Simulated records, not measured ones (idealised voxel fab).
A process module follows: voxel local oxidation.
Cross-section cut: width 265 nm, square cells of 5 nm.
A cross-section is written here as square cells arranged in a grid, and it is given in bands from the top down, each band taking up one or more rows of cells.
Top height, bottom height, nm. Materials left to right, width each, nm. Single material + "everywhere" = fills band edge to edge. "empty" = empty.
Zero point of the height axis is 0; under it, received wafer = one material. Lowest band: continues down indefinitely, "z 0 and below".
Read "30..40" as a graded width: first number on top, second number at the bottom, same change between each pair of neighbouring rows.
Step note "no alterations made" = no cross-section cell changed.
"Voids, sealed" lists enclosed empty spaces (at least 8 cells, no open path upward to the top), each as width x height at distance from the left edge, in nm.
What comes after the settings on a step's line is commentary from the simulator itself on that step.
You can add "overlay nm" to a step's line. For a step with a mask, it describes how far the mask lay to the right of its planned position, and a negative number describes a lay to the left.
Process steps - plan
1 RECEIVE: material Si
2 OXIDIZE: depth nm 5
3 CONFORMAL_DEP: material SiN, thk nm 10
4 MASKED_ETCH: tone cover, mask id ACTIVE, width nm 120, etch materials SiN, depth nm 10, overlay nm 0
5 SELECTIVE_ETCH: etch materials SiO2, depth nm 5
6 OXIDIZE: depth nm 15
7 STRIP: etch materials SiN
Wafers differ in width nm at step 4; plan lists the first wafer's value; identical starting state.
First of several wafers, received after step 1, in cross-section
	z 0 and below = Si everywhere
	Voids, sealed: none
Each row below is a wafer at the end of the module, listing for every material the number of cells it has gained (+) or lost (-) since it was received, followed by its closed voids
width nm 120; -164 Si; +133 SiO2; Voids, sealed: none
width nm 125; -161 Si; +131 SiO2; Voids, sealed: none
width nm 130; -158 Si; +129 SiO2; Voids, sealed: none
width nm 135; -155 Si; +127 SiO2; Voids, sealed: none
width nm 140; -152 Si; +125 SiO2; Voids, sealed: none
width nm 145; -149 Si; +123 SiO2; Voids, sealed: none
